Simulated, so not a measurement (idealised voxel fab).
process module | voxel capacitor over wiring
cross-section cut | 180 nm wide | cells 5 nm
A cross-section is a grid of square cells, given in bands from the top down. A band is one or more rows of cells.
Each band's line starts with the height of the band's top and of its bottom, in nm. Then come its materials from left to right, each with its width in nm. One material with "throughout" fills the band from edge to edge. "air" is empty space.
Height 0 is the level under which the wafer as received is all one material. The lowest band goes on downwards, as in "0 down".
A width such as "30 to 40" changes by the same amount from each row of cells to the next, from the band's top row to its bottom row.
"no change" after a step means that no cell of the cross-section changed.
closed voids: empty space of 8 cells or more with no open way to the top, each as width x height at its distance from the left edge, in nm
after a step's settings: what the simulator itself notes on the step
overlay nm, on a step with a mask: how far to the right of its planned place the mask lay; to the left if negative
plan
1 op RECEIVE | material Si
2 op CONFORMAL_DEP | material SiO2 | thk nm 15
3 op CONFORMAL_DEP | material SiCN | thk nm 5
4 op DIRECTIONAL_DEP | material SiO2 | thk nm 25
5 op MASKED_ETCH | tone open | mask id METAL_1 | width nm 25 | pitch nm 75 | etch materials SiO2 | depth nm 25 | overlay nm 0
6 op MASKED_ETCH | tone open | mask id METAL_1 | width nm 25 | pitch nm 75 | etch materials SiCN | depth nm 5 | overlay nm 0
7 op CONFORMAL_DEP | material TiN | thk nm 5
8 op FILL_DEP | material W | thk nm 10
9 op CMP | height nm 45
10 op CONFORMAL_DEP | material SiCN | thk nm 5
11 op DIRECTIONAL_DEP | material SiO2 | thk nm 20
12 op MASKED_ETCH | tone open | mask id PLUG_1 | width nm 15 | etch materials SiO2 | depth nm 20 | overlay nm 0
13 op MASKED_ETCH | tone open | mask id PLUG_1 | width nm 15 | etch materials SiCN | depth nm 5 | overlay nm 0
14 op EPI | material Ru | thk nm 10
15 op EPI | material Ru | thk nm 10
16 op EPI | material Ru | thk nm 5
17 op DIRECTIONAL_DEP | material TiN | thk nm 10
18 op DIRECTIONAL_DEP | material SiN | thk nm 5
19 op DIRECTIONAL_DEP | material TiN | thk nm 10
20 op MASKED_ETCH | tone cover | mask id UPPER_PLATE | width nm 55 | etch materials TiN | depth nm 10 | overlay nm 0
21 op MASKED_ETCH | tone cover | mask id UPPER_PLATE | width nm 55 | etch materials SiN | depth nm 5 | overlay nm 0
22 op PATTERN | tone cover | mask id LOWER_PLATE | material resist | width nm 65 | thk nm 20 | overlay nm 0
23 op DIRECTIONAL_ETCH | etch materials TiN | depth nm 10
24 op STRIP | etch materials resist
25 op FILL_DEP | material SiO2 | thk nm 15
26 op CMP | height nm 105
27 op MASKED_ETCH | tone open | mask id PLUG_2 | width nm 15 | etch materials SiO2 | depth nm 10 | overlay nm 0
28 op CONFORMAL_DEP | material TiN | thk nm 5
29 op FILL_DEP | material Cu | thk nm 10
30 op CMP | height nm 105
31 op CONFORMAL_DEP | material SiN | thk nm 5
varied across the wafers: width nm of step 27. The plan shows the first wafer's value. All wafers start alike
first wafer as received, after step 1
  0 down: Si throughout
  closed voids: none
each wafer at the end: cells of each material gained (+) or lost (-) since it was received, then its closed voids
width nm 15 | +1 Cu | +15 Ru | +59 SiCN | +47 SiN | +557 SiO2 | +83 TiN | +30 W | closed voids: none
width nm 20 | +2 Cu | +15 Ru | +59 SiCN | +47 SiN | +555 SiO2 | +84 TiN | +30 W | closed voids: none
width nm 25 | +3 Cu | +15 Ru | +59 SiCN | +47 SiN | +553 SiO2 | +85 TiN | +30 W | closed voids: none
width nm 30 | +4 Cu | +15 Ru | +59 SiCN | +47 SiN | +551 SiO2 | +86 TiN | +30 W | closed voids: none
